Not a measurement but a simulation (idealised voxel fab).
Title: Process Module voxel trench capacitor
Square cells of 5 nm make up the cross-section cut, whose width is 150 nm.
Bands, listed from the top down, are how a cross-section gets written in this document; the cross-section itself is a grid of square cells, and a band is one or more rows of them.
Heights first: top, then bottom, in nm. Then materials, left to right, each with a width in nm. "full width" on a single material: fills the band edge to edge. "blank": empty space.
Height reference: 0 = level under which incoming wafer is all one material. Lowest band: no bottom, runs on downward, e.g. "0 -> down".
Width: "30..40" (first number = top row, second number = bottom row, same change from row to row of cells).
Key: "same as before" - step with no changed cell in the cross-section.
"Closed void register" lists enclosed empty spaces (at least 8 cells, no open path upward to the top), each as width x height at distance from the left edge, in nm.
Post-settings text on a step line: simulator's own remark regarding the step.
"overlay nm", when on a step's line for a step with a mask, measures how far to the right of its planned place the mask lay; a negative measure means to the left.

PROCESS STEPS - PLAN
1. RECEIVE, material Si
2. CONFORMAL_DEP, material SiN, thk nm 5
3. PATTERN, tone open, mask id TRENCH, material resist, width nm 20, pitch nm 40, thk nm 15, overlay nm 0
4. DIRECTIONAL_ETCH, etch materials SiN, depth nm 5
5. DIRECTIONAL_ETCH, etch materials Si, depth nm 35
6. STRIP, etch materials resist
7. CONFORMAL_DEP, material SiO2, thk nm 5
8. FILL_DEP, material polySi, thk nm 5
9. CMP, height nm 5

SHOWN IN CROSS-SECTION IS THE WAFER AS RECEIVED, THAT IS, AS IT STANDS AFTER STEP 1
- 0 -> down  Si full width
- Closed void register: none

HERE'S THE CROSS-SECTION OF THE FIRST OF OUR TWO WAFERS AT THE END OF THE MODULE - IT RAN AS PLANNED
- 5 -> 0  SiN: 25  SiO2: 5  polySi: 10  SiO2: 5  SiN: 20  SiO2: 5  polySi: 10  SiO2: 5  SiN: 20  SiO2: 5  polySi: 10  SiO2: 5  SiN: 25
- 0 -> -30  Si: 25  SiO2: 5  polySi: 10  SiO2: 5  Si: 20  SiO2: 5  polySi: 10  SiO2: 5  Si: 20  SiO2: 5  polySi: 10  SiO2: 5  Si: 25
- -30 -> -35  Si: 25  SiO2: 20  Si: 20  SiO2: 20  Si: 20  SiO2: 20  Si: 25
- -35 -> down  Si full width
- Closed void register: none

CROSS-SECTIONAL IMAGE OF THE SECOND WAFER OF THE TWO FOLLOWING COMPLETION OF THE MODULE. STARTING STATE AND PROCESS PLAN WERE THE SAME AS FOR THE FIRST WAFER; ONE EXECUTION ERROR OCCURRED
- 5 -> 0  SiN: 25  SiO2: 5  polySi: 10  SiO2: 5  SiN: 20  SiO2: 5  polySi: 10  SiO2: 5  SiN: 20  SiO2: 5  polySi: 10  SiO2: 5  SiN: 25
- 0 -> -65  Si: 25  SiO2: 5  polySi: 10  SiO2: 5  Si: 20  SiO2: 5  polySi: 10  SiO2: 5  Si: 20  SiO2: 5  polySi: 10  SiO2: 5  Si: 25
- -65 -> -70  Si: 25  SiO2: 20  Si: 20  SiO2: 20  Si: 20  SiO2: 20  Si: 25
- -70 -> down  Si full width
- Closed void register: none
what went wrong: in the plan, step 5 was performed twice
Final cells, second wafer relative to first, materials higher or lower: 84 fewer of Si; 42 more of SiO2; 42 more of polySi
